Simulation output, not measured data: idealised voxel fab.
Documented hereafter: the process module known as voxel wiring stack.
Pictured: cross-section cut, 235 nm wide, on a grid of 5 nm square cells.
A cross-section in this document is a grid of square cells, and it is written down as bands, the top band listed before the ones below it; a band is made up of one or more rows of cells.
Per band: top height and bottom height in nm, followed by the left-to-right materials and their widths in nm; "edge to edge" marks a single material spanning edge to edge, "empty" marks empty space.
We count height from 0. Below that, the starting wafer is all one material. The lowest band never ends at the bottom but goes on down; see "0 -> down" for how that is written.
When a width is written as two numbers, as in "30..40", the first number is the width in the top row of cells of the band and the second is the width in its bottom row, and the width changes by the same amount from each row to the next.
Step marked "everything unchanged"? Then no cell in the cross-section changed in it.
This entry, "Closed void entries", enumerates those empty regions of no fewer than 8 cells that possess no open connection to the top. Each region is reported in the form width x height at distance, the distance being taken from the left edge, with all three quantities expressed in nm.
If you see something after the settings on a step's line, that's the simulator's own remark about that step.
For masked steps, "overlay nm" on the step line gives how far right of plan the mask actually lay; a minus sign means it lay to the left.

These are the steps we planned for the process:
- 1: RECEIVE (material Si)
- 2: CONFORMAL_DEP (material SiO2; thk nm 15)
- 3: DIRECTIONAL_DEP (material TiN; thk nm 5)
- 4: DIRECTIONAL_DEP (material W; thk nm 25)
- 5: PATTERN (tone cover; mask id METAL_1; material resist; width nm 20; pitch nm 40; thk nm 15; overlay nm 0)
- 6: DIRECTIONAL_ETCH (etch materials W; depth nm 25)
- 7: DIRECTIONAL_ETCH (etch materials TiN; depth nm 5)
- 8: STRIP (etch materials resist)
- 9: FILL_DEP (material lowk; thk nm 5)
- 10: CMP (height nm 45)
- 11: CONFORMAL_DEP (material SiCN; thk nm 5)
- 12: DIRECTIONAL_DEP (material SiO2; thk nm 15)
- 13: PATTERN (tone open; mask id PLUG_1; material resist; width nm 15; pitch nm 40; thk nm 20; overlay nm 0)
- 14: DIRECTIONAL_ETCH (etch materials SiO2; depth nm 15)
- 15: DIRECTIONAL_ETCH (etch materials SiCN; depth nm 5)
- 16: STRIP (etch materials resist)
- 17: CONFORMAL_DEP (material TiN; thk nm 5)
- 18: FILL_DEP (material W; thk nm 10)
- 19: CMP (height nm 65)
- 20: CONFORMAL_DEP (material SiCN; thk nm 5)
- 21: DIRECTIONAL_DEP (material SiO2; thk nm 20)
- 22: PATTERN (tone open; mask id METAL_2; material resist; width nm 20; pitch nm 40; thk nm 15; overlay nm 0)
- 23: DIRECTIONAL_ETCH (etch materials SiO2; depth nm 20)
- 24: DIRECTIONAL_ETCH (etch materials SiCN; depth nm 5)
- 25: STRIP (etch materials resist)
- 26: CONFORMAL_DEP (material TiN; thk nm 5)
- 27: FILL_DEP (material Cu; thk nm 10)
- 28: CMP (height nm 90)
- 29: EPI (material Ru; thk nm 5)
- 30: FILL_DEP (material SiCN; thk nm 5)
- 31: DIRECTIONAL_DEP (material lowk; thk nm 30)
- 32: PATTERN (tone open; mask id METAL_3; material resist; width nm 20; pitch nm 40; thk nm 20; overlay nm 0)
- 33: DIRECTIONAL_ETCH (etch materials lowk; depth nm 20)
- 34: STRIP (etch materials resist)
- 35: DIRECTIONAL_DEP (material aC; thk nm 10)
- 36: PATTERN (tone open; mask id METAL_3_HOLES; material resist; width nm 15; thk nm 25; overlay nm 0)
- 37: DIRECTIONAL_ETCH (etch materials aC; depth nm 10)
- 38: STRIP (etch materials resist)
- 39: DIRECTIONAL_ETCH (etch materials lowk; depth nm 10)
- 40: DIRECTIONAL_ETCH (etch materials SiCN; depth nm 5)
- 41: STRIP (etch materials aC)
- 42: CONFORMAL_DEP (material TiN; thk nm 5)
- 43: FILL_DEP (material Ru; thk nm 5)
- 44: CMP (height nm 130)
- 45: CONFORMAL_DEP (material SiCN; thk nm 5)
- 46: DIRECTIONAL_DEP (material lowk; thk nm 10)
- 47: DIRECTIONAL_DEP (material aC; thk nm 10)
- 48: PATTERN (tone open; mask id PLUG_3; material resist; width nm 15; pitch nm 40; thk nm 25; overlay nm 0)
- 49: DIRECTIONAL_ETCH (etch materials aC; depth nm 10)
- 50: STRIP (etch materials resist)
- 51: DIRECTIONAL_ETCH (etch materials lowk; depth nm 10)
- 52: DIRECTIONAL_ETCH (etch materials SiCN; depth nm 5)
- 53: STRIP (etch materials aC)
- 54: CONFORMAL_DEP (material TiN; thk nm 5)
- 55: FILL_DEP (material Cu; thk nm 5)
- 56: CMP (height nm 145)
- 57: DIRECTIONAL_DEP (material TiN; thk nm 5)
- 58: DIRECTIONAL_DEP (material Ru; thk nm 15)
- 59: DIRECTIONAL_DEP (material aC; thk nm 10)
- 60: PATTERN (tone cover; mask id METAL_4; material resist; width nm 20; pitch nm 40; thk nm 30; overlay nm 0)
- 61: DIRECTIONAL_ETCH (etch materials aC; depth nm 10)
- 62: STRIP (etch materials resist)
- 63: DIRECTIONAL_ETCH (etch materials Ru; depth nm 15)
- 64: DIRECTIONAL_ETCH (etch materials TiN; depth nm 5)
- 65: STRIP (etch materials aC)
- 66: CONFORMAL_DEP (material SiN; thk nm 5)
- 67: FILL_DEP (material SiO2; thk nm 10)
- 68: CMP (height nm 165)
- 69: CONFORMAL_DEP (material SiCN; thk nm 5)

Wafer cross-section on receipt, i.e. after step 1:
  0 -> down: Si edge to edge
  Closed void entries: none

Starting wafer: above. Plan: above. Run: one mistake. Cross-section after the module: below:
  170 -> 165: SiCN edge to edge
  165 -> 150: SiO2 80 / SiN 5 / Ru 20 / SiN 5 / SiO2 10 / SiN 5 / Ru 20 / SiN 5 / SiO2 85
  150 -> 145: SiN 85 / TiN 20 / SiN 20 / TiN 20 / SiN 90
  145 -> 135: lowk 85 / TiN 5 / Cu 5 / TiN 5 / lowk 25 / TiN 5 / Cu 5 / TiN 5 / lowk 95
  135 -> 130: SiCN 85 / TiN 15 / SiCN 25 / TiN 15 / SiCN 95
  130 -> 115: lowk 85 / TiN 5 / Ru 10 / TiN 5 / lowk 20 / TiN 5 / Ru 10 / TiN 5 / lowk 90
  115 -> 110: lowk 85 / TiN 5 / Ru 10 / TiN 5 / lowk 20 / TiN 20 / lowk 90
  110 -> 100: lowk 85 / TiN 5 / Ru 10 / TiN 5 / lowk 130
  100 -> 95: SiCN 85 / TiN 20 / SiCN 130
  95 -> 90: SiCN 80 / Ru 30 / SiCN 10 / Ru 30 / SiCN 85
  90 -> 70: SiO2 85 / TiN 5 / Cu 10 / TiN 5 / SiO2 20 / TiN 5 / Cu 10 / TiN 5 / SiO2 90
  70 -> 65: SiCN 85 / TiN 20 / SiCN 20 / TiN 20 / SiCN 90
  65 -> 50: SiO2 85 / TiN 5 / W 5 / TiN 5 / SiO2 25 / TiN 5 / W 5 / TiN 5 / SiO2 95
  50 -> 45: SiCN 85 / TiN 15 / SiCN 25 / TiN 15 / SiCN 95
  45 -> 20: lowk 85 / W 20 / lowk 20 / W 20 / lowk 90
  20 -> 15: lowk 85 / TiN 20 / lowk 20 / TiN 20 / lowk 90
  15 -> 0: SiO2 edge to edge
  0 -> down: Si edge to edge
  Closed void entries: none
Error vs. plan: off-plan run, step 36, actual operation and settings PATTERN (tone open; mask id METAL_3_HOLES; material resist; width nm 20; thk nm 25; overlay nm 0)
